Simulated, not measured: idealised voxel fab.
This section sets out a process module, namely voxel capacitor over wiring.
Cross-sectional view cut (width: 210 nm; square cell size: 5 nm).
A cross-section is a grid of square cells, given in bands from the top down. A band is one or more rows of cells.
Within each band entry, the heights of the top and of the bottom of the band appear first, in that order and in nm; the materials of the band then follow from left to right, each with its corresponding width in nm. The designation "edge to edge" on a single material indicates that it fills the band from edge to edge; the designation "empty" indicates empty space.
Heights are reckoned from 0. Under this level, the received wafer is all of one material. The bottommost band is open-ended downward, for example "from 0 down".
The width entry "30..40" should be interpreted row by row: the top row of cells in the band takes the first number, the bottom row takes the second number, and the change between adjacent rows is uniform throughout.
Reading "everything unchanged" for a step: not a cell of the cross-section changed in it.
"Closed void catalog" specifies each empty space that is not open to the top and that occupies no fewer than 8 cells, using the form width x height at distance, the distance measured from the left edge and all three quantities in nm.
after a step's settings: what the simulator itself notes on the step
You can add "overlay nm" to a step's line. For a step with a mask, it describes how far the mask lay to the right of its planned position, and a negative number describes a lay to the left.
### Process steps - plan
| 1 | RECEIVE with material Si |
| 2 | CONFORMAL_DEP with material SiO2, thk nm 15 |
| 3 | CONFORMAL_DEP with material SiN, thk nm 5 |
| 4 | DIRECTIONAL_DEP with material lowk, thk nm 15 |
| 5 | PATTERN with tone open, mask id METAL_1, material resist, width nm 20, pitch nm 75, thk nm 20, overlay nm 0 |
| 6 | DIRECTIONAL_ETCH with etch materials lowk, depth nm 15 |
| 7 | DIRECTIONAL_ETCH with etch materials SiN, depth nm 5 |
| 8 | STRIP with etch materials resist |
| 9 | CONFORMAL_DEP with material TiN, thk nm 5 |
| 10 | FILL_DEP with material Ru, thk nm 10 |
| 11 | CMP with height nm 35 |
| 12 | EPI with material Ru, thk nm 5 |
| 13 | FILL_DEP with material SiCN, thk nm 5 |
| 14 | DIRECTIONAL_DEP with material lowk, thk nm 10 |
| 15 | MASKED_ETCH with tone open, mask id PLUG_1, width nm 15, etch materials lowk, depth nm 10, overlay nm 0 |
| 16 | MASKED_ETCH with tone open, mask id PLUG_1, width nm 15, etch materials SiCN, depth nm 5, overlay nm 0 |
| 17 | EPI with material Ru, thk nm 10 |
| 18 | EPI with material Ru, thk nm 5 |
| 19 | DIRECTIONAL_DEP with material TiN, thk nm 5 |
| 20 | DIRECTIONAL_DEP with material Al2O3, thk nm 5 |
| 21 | DIRECTIONAL_DEP with material TiN, thk nm 5 |
| 22 | DIRECTIONAL_DEP with material aC, thk nm 15 |
| 23 | PATTERN with tone cover, mask id UPPER_PLATE, material resist, width nm 60, thk nm 35, overlay nm 0 |
| 24 | DIRECTIONAL_ETCH with etch materials aC, depth nm 15 |
| 25 | STRIP with etch materials resist |
| 26 | DIRECTIONAL_ETCH with etch materials TiN, depth nm 5 |
| 27 | DIRECTIONAL_ETCH with etch materials Al2O3, depth nm 5 |
| 28 | STRIP with etch materials aC |
| 29 | MASKED_ETCH with tone cover, mask id LOWER_PLATE, width nm 70, etch materials TiN, depth nm 5, overlay nm 0 |
| 30 | FILL_DEP with material SiO2, thk nm 20 |
| 31 | CMP with height nm 85 |
| 32 | PATTERN with tone open, mask id PLUG_2, material resist, width nm 15, thk nm 20, overlay nm 0 |
| 33 | DIRECTIONAL_ETCH with etch materials SiO2, depth nm 15 |
| 34 | STRIP with etch materials resist |
| 35 | CONFORMAL_DEP with material TiN, thk nm 5 |
| 36 | FILL_DEP with material Cu, thk nm 10 |
| 37 | CMP with height nm 85 |
| 38 | CONFORMAL_DEP with material SiCN, thk nm 5 |
### Cross-section of the wafer at receipt, which is the condition after step 1
	from 0 down | Si edge to edge
	Closed void catalog: none
### Wafer cross-section at module end: first of two, run to plan
	from 90 to 85 | SiCN edge to edge
	from 85 to 75 | 70 nm SiO2  5 nm TiN  5 nm Cu  5 nm TiN  125 nm SiO2
	from 75 to 65 | 70..60 nm SiO2  15..60 nm TiN  125..90 nm SiO2
	from 65 to 60 | 60 nm SiO2  60 nm Al2O3  90 nm SiO2
	from 60 to 55 | 55 nm SiO2  70 nm TiN  85 nm SiO2
	from 55 to 45 | 60 nm lowk  15 nm Ru  135 nm lowk
	from 45 to 40 | 60 nm SiCN  15 nm Ru  135 nm SiCN
	from 40 to 35 | 50 nm SiCN  30 nm Ru  45 nm SiCN  30 nm Ru  55 nm SiCN
	from 35 to 20 | 55 nm lowk  5 nm TiN  10 nm Ru  5 nm TiN  55 nm lowk  5 nm TiN  10 nm Ru  5 nm TiN  60 nm lowk
	from 20 to 15 | 55 nm SiN  20 nm TiN  55 nm SiN  20 nm TiN  60 nm SiN
	from 15 to 0 | SiO2 edge to edge
	from 0 down | Si edge to edge
	Closed void catalog: none
### Wafer two cross-section, module end. Start and plan unchanged from wafer one; one mistake made during the run
	from 90 to 85 | SiCN edge to edge
	from 85 to 75 | 70 nm SiO2  5 nm TiN  5 nm Cu  5 nm TiN  125 nm SiO2
	from 75 to 65 | 70..60 nm SiO2  15 nm TiN  125..135 nm SiO2
	from 65 to 60 | 60 nm SiO2  15 nm Al2O3  135 nm SiO2
	from 60 to 55 | 60 nm SiO2  60 nm TiN  90 nm SiO2
	from 55 to 50 | 60 nm SiO2  15 nm lowk  45 nm Al2O3  90 nm SiO2
	from 50 to 45 | 55 nm SiO2  5 nm TiN  15 nm lowk  50 nm TiN  85 nm SiO2
	from 45 to 40 | SiCN edge to edge
	from 40 to 35 | 50 nm SiCN  30 nm Ru  45 nm SiCN  30 nm Ru  55 nm SiCN
	from 35 to 20 | 55 nm lowk  5 nm TiN  10 nm Ru  5 nm TiN  55 nm lowk  5 nm TiN  10 nm Ru  5 nm TiN  60 nm lowk
	from 20 to 15 | 55 nm SiN  20 nm TiN  55 nm SiN  20 nm TiN  60 nm SiN
	from 15 to 0 | SiO2 edge to edge
	from 0 down | Si edge to edge
	Closed void catalog: none
Deviation noted in wafer processing: step 15: run off-plan, actual operation and settings MASKED_ETCH with tone cover, mask id PLUG_1, width nm 15, etch materials lowk, depth nm 10, overlay nm 0
Count the cells at the end and the second wafer has more or fewer of some materials than the first: Ru -9, SiCN +3, SiO2 +78, lowk -72
